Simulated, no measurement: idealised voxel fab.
The following process module bears the name voxel self aligned contacts.
In the cross-section labelled cut, the width is 235 nm and each square cell is 5 nm.
Square cells in a grid make up a cross-section in this document, and the grid is given as bands, listed from the top down, each one or more rows of cells. In this notation a band is specified by the heights of its top and bottom, in that order and in nm, after which its materials appear from left to right, each paired with its width in nm. The word "edge to edge" attached to a single material means that material fills the band from edge to edge; the word "air" stands for empty space. For the purposes of this specification, 0 denotes the height below which the wafer in its as-received condition is composed wholly of one material, and the lowermost band, lacking a lower limit, extends downward without end, as expressed in "0..down". The expression "30->40" gives the width at the extremes of the band, the first number at its top row of cells and the second at its bottom row, with the width changing by equal amounts from each row to the next in between. Any step labelled "no alteration" changed none of the cells in the cross-section. "Cavities, closed" contains a list of empty spaces, each no smaller than 8 cells and without an open way to the top, written in the form width x height at distance with the distance from the left edge and all three in nm. On each step's line, the part that comes after the settings is the simulator's own comment on the step. Among the settings permitted on a step's line is "overlay nm"; applied to a step with a mask, it specifies the extent to which the mask lay to the right of its planned position, whereas a negative figure signifies a position to the left.

[Process steps (planned)]
- 1: RECEIVE [material Si]
- 2: CONFORMAL_DEP [material SiO2] [thk nm 5]
- 3: DIRECTIONAL_DEP [material polySi] [thk nm 30]
- 4: DIRECTIONAL_DEP [material SiN] [thk nm 20]
- 5: DIRECTIONAL_DEP [material aC] [thk nm 10]
- 6: PATTERN [tone cover] [mask id GATE] [material resist] [width nm 30] [pitch nm 65] [thk nm 25] [overlay nm 0]
- 7: DIRECTIONAL_ETCH [etch materials aC] [depth nm 10]
- 8: STRIP [etch materials resist]
- 9: DIRECTIONAL_ETCH [etch materials SiN] [depth nm 20]
- 10: DIRECTIONAL_ETCH [etch materials polySi] [depth nm 30]
- 11: STRIP [etch materials aC]
- 12: CONFORMAL_DEP [material SiN] [thk nm 10]
- 13: DIRECTIONAL_ETCH [etch materials SiN] [depth nm 10]
- 14: FILL_DEP [material SiO2] [thk nm 15]
- 15: CMP [height nm 65]
- 16: PATTERN [tone open] [mask id CONTACT] [material resist] [width nm 45] [thk nm 20] [overlay nm 0]
- 17: DIRECTIONAL_ETCH [etch materials SiO2] [depth nm 65]
- 18: STRIP [etch materials resist]
- 19: CONFORMAL_DEP [material TiN] [thk nm 5]
- 20: FILL_DEP [material Ru] [thk nm 5]
- 21: CMP [height nm 65]
- 22: CONFORMAL_DEP [material SiN] [thk nm 5]

[First of two wafers - as planned]

[Wafer at receipt (post step 1), cross-section]
0..down | Si edge to edge
Cavities, closed: none

[The wafer in cross-section once step 2 is complete]
5..0 | SiO2 edge to edge
Anything lower than 0 is untouched.

[The wafer in cross-section once step 3 is complete]
35..5 | polySi edge to edge
Anything lower than 5 is untouched.

[The wafer in cross-section once step 4 is complete]
55..35 | SiN edge to edge
Anything lower than 35 is untouched.

[The wafer in cross-section once step 5 is complete]
65..55 | aC edge to edge
Anything lower than 55 is untouched.

[The wafer in cross-section once step 6 is complete]
90..65 | air 70 nm, resist 30 nm, air 35 nm, resist 30 nm, air 70 nm
Anything lower than 65 is untouched.

[The wafer in cross-section once step 7 is complete]
80..65 | air 70 nm, resist 30 nm, air 35 nm, resist 30 nm, air 70 nm
65..55 | air 70 nm, aC 30 nm, air 35 nm, aC 30 nm, air 70 nm
Anything lower than 55 is untouched.

[The wafer in cross-section once step 8 is complete]
65..55 | air 70 nm, aC 30 nm, air 35 nm, aC 30 nm, air 70 nm
Anything lower than 55 is untouched.

[The wafer in cross-section once step 9 is complete]
65..55 | air 70 nm, aC 30 nm, air 35 nm, aC 30 nm, air 70 nm
55..35 | air 70 nm, SiN 30 nm, air 35 nm, SiN 30 nm, air 70 nm
Anything lower than 35 is untouched.

[The wafer in cross-section once step 10 is complete]
65..55 | air 70 nm, aC 30 nm, air 35 nm, aC 30 nm, air 70 nm
55..35 | air 70 nm, SiN 30 nm, air 35 nm, SiN 30 nm, air 70 nm
35..5 | air 70 nm, polySi 30 nm, air 35 nm, polySi 30 nm, air 70 nm
Anything lower than 5 is untouched.

[The wafer in cross-section once step 11 is complete]
55..35 | air 70 nm, SiN 30 nm, air 35 nm, SiN 30 nm, air 70 nm
Anything lower than 35 is untouched.

[The wafer in cross-section once step 12 is complete]
65..35 | air 60 nm, SiN 50 nm, air 15 nm, SiN 50 nm, air 60 nm
35..15 | air 60 nm, SiN 10 nm, polySi 30 nm, SiN 10 nm, air 15 nm, SiN 10 nm, polySi 30 nm, SiN 10 nm, air 60 nm
15..5 | SiN 70 nm, polySi 30 nm, SiN 35 nm, polySi 30 nm, SiN 70 nm
Anything lower than 5 is untouched.

[The wafer in cross-section once step 13 is complete]
55..35 | air 60 nm, SiN 50 nm, air 15 nm, SiN 50 nm, air 60 nm
35..5 | air 60 nm, SiN 10 nm, polySi 30 nm, SiN 10 nm, air 15 nm, SiN 10 nm, polySi 30 nm, SiN 10 nm, air 60 nm
Anything lower than 5 is untouched.

[The wafer in cross-section once step 14 is complete]
70..55 | SiO2 edge to edge
55..35 | SiO2 60 nm, SiN 50 nm, SiO2 15 nm, SiN 50 nm, SiO2 60 nm
35..5 | SiO2 60 nm, SiN 10 nm, polySi 30 nm, SiN 10 nm, SiO2 15 nm, SiN 10 nm, polySi 30 nm, SiN 10 nm, SiO2 60 nm
Anything lower than 5 is untouched.

[The wafer in cross-section once step 15 is complete]
65..55 | SiO2 edge to edge
Anything lower than 55 is untouched.

[The wafer in cross-section once step 16 is complete]
85..65 | resist 95 nm, air 45 nm, resist 95 nm
Anything lower than 65 is untouched.

[The wafer in cross-section once step 17 is complete]
85..65 | resist 95 nm, air 45 nm, resist 95 nm
65..55 | SiO2 95 nm, air 45 nm, SiO2 95 nm
55..35 | SiO2 60 nm, SiN 50 nm, air 15 nm, SiN 50 nm, SiO2 60 nm
35..5 | SiO2 60 nm, SiN 10 nm, polySi 30 nm, SiN 10 nm, air 15 nm, SiN 10 nm, polySi 30 nm, SiN 10 nm, SiO2 60 nm
5..0 | SiO2 110 nm, air 15 nm, SiO2 110 nm
Anything lower than 0 is untouched.

[The wafer in cross-section once step 18 is complete]
65..55 | SiO2 95 nm, air 45 nm, SiO2 95 nm
Anything lower than 55 is untouched.

[The wafer in cross-section once step 19 is complete]
70..65 | TiN 100 nm, air 35 nm, TiN 100 nm
65..55 | SiO2 95 nm, TiN 5->20 nm, air 35->5 nm, TiN 5->20 nm, SiO2 95 nm
55..35 | SiO2 60 nm, SiN 50 nm, TiN 5 nm, air 5 nm, TiN 5 nm, SiN 50 nm, SiO2 60 nm
35..5 | SiO2 60 nm, SiN 10 nm, polySi 30 nm, SiN 10 nm, TiN 5 nm, air 5 nm, TiN 5 nm, SiN 10 nm, polySi 30 nm, SiN 10 nm, SiO2 60 nm
5..0 | SiO2 110 nm, TiN 15 nm, SiO2 110 nm
Anything lower than 0 is untouched.

[The wafer in cross-section once step 20 is complete]
75..70 | Ru edge to edge
70..65 | TiN 100 nm, Ru 35 nm, TiN 100 nm
65..55 | SiO2 95 nm, TiN 5->20 nm, Ru 35->5 nm, TiN 5->20 nm, SiO2 95 nm
55..35 | SiO2 60 nm, SiN 50 nm, TiN 5 nm, Ru 5 nm, TiN 5 nm, SiN 50 nm, SiO2 60 nm
35..5 | SiO2 60 nm, SiN 10 nm, polySi 30 nm, SiN 10 nm, TiN 5 nm, Ru 5 nm, TiN 5 nm, SiN 10 nm, polySi 30 nm, SiN 10 nm, SiO2 60 nm
Anything lower than 5 is untouched.

[The wafer in cross-section once step 21 is complete]
65..55 | SiO2 95 nm, TiN 5->20 nm, Ru 35->5 nm, TiN 5->20 nm, SiO2 95 nm
Anything lower than 55 is untouched.

[The wafer in cross-section once step 22 is complete]
70..65 | SiN edge to edge
Anything lower than 65 is untouched.

[Here the second wafer is described. Its start and its plan were those of the first wafer. Its run contained one mistake. Up to and including step 15, it did exactly what the first wafer did]

[X-section, second wafer, when step 16 was due to finish]
85..65 | air 95 nm, resist 45 nm, air 95 nm
Anything lower than 65 is untouched.

[X-section, second wafer, when step 17 was due to finish]
85..65 | air 95 nm, resist 45 nm, air 95 nm
65..55 | air 95 nm, SiO2 45 nm, air 95 nm
55..35 | air 60 nm, SiN 50 nm, SiO2 15 nm, SiN 50 nm, air 60 nm
35..5 | air 60 nm, SiN 10 nm, polySi 30 nm, SiN 10 nm, SiO2 15 nm, SiN 10 nm, polySi 30 nm, SiN 10 nm, air 60 nm
5..0 | air 60 nm, SiO2 115 nm, air 60 nm
Anything lower than 0 is untouched.

[X-section, second wafer, when step 18 was due to finish]
65..55 | air 95 nm, SiO2 45 nm, air 95 nm
Anything lower than 55 is untouched.

[X-section, second wafer, when step 19 was due to finish]
70..65 | air 90 nm, TiN 55 nm, air 90 nm
65..55 | air 90->55 nm, TiN 5->40 nm, SiO2 45 nm, TiN 5->40 nm, air 90->55 nm
55..35 | air 55 nm, TiN 5 nm, SiN 50 nm, SiO2 15 nm, SiN 50 nm, TiN 5 nm, air 55 nm
35..5 | air 55 nm, TiN 5 nm, SiN 10 nm, polySi 30 nm, SiN 10 nm, SiO2 15 nm, SiN 10 nm, polySi 30 nm, SiN 10 nm, TiN 5 nm, air 55 nm
5..0 | TiN 60 nm, SiO2 115 nm, TiN 60 nm
Anything lower than 0 is untouched.

[X-section, second wafer, when step 20 was due to finish]
75..70 | Ru edge to edge
70..65 | Ru 90 nm, TiN 55 nm, Ru 90 nm
65..55 | Ru 90->55 nm, TiN 5->40 nm, SiO2 45 nm, TiN 5->40 nm, Ru 90->55 nm
55..35 | Ru 55 nm, TiN 5 nm, SiN 50 nm, SiO2 15 nm, SiN 50 nm, TiN 5 nm, Ru 55 nm
35..5 | Ru 55 nm, TiN 5 nm, SiN 10 nm, polySi 30 nm, SiN 10 nm, SiO2 15 nm, SiN 10 nm, polySi 30 nm, SiN 10 nm, TiN 5 nm, Ru 55 nm
Anything lower than 5 is untouched.

[X-section, second wafer, when step 21 was due to finish]
65..55 | Ru 90->55 nm, TiN 5->40 nm, SiO2 45 nm, TiN 5->40 nm, Ru 90->55 nm
Anything lower than 55 is untouched.

[X-section, second wafer, when step 22 was due to finish]
70..65 | SiN edge to edge
Anything lower than 65 is untouched.
What was the processing mistake? step 16 did not use the planned setting and instead ran as PATTERN [tone cover] [mask id CONTACT] [material resist] [width nm 45] [thk nm 20] [overlay nm 0]
Final cells, second wafer relative to first, materials higher or lower: Ru +260 | SiO2 -289 | TiN +29
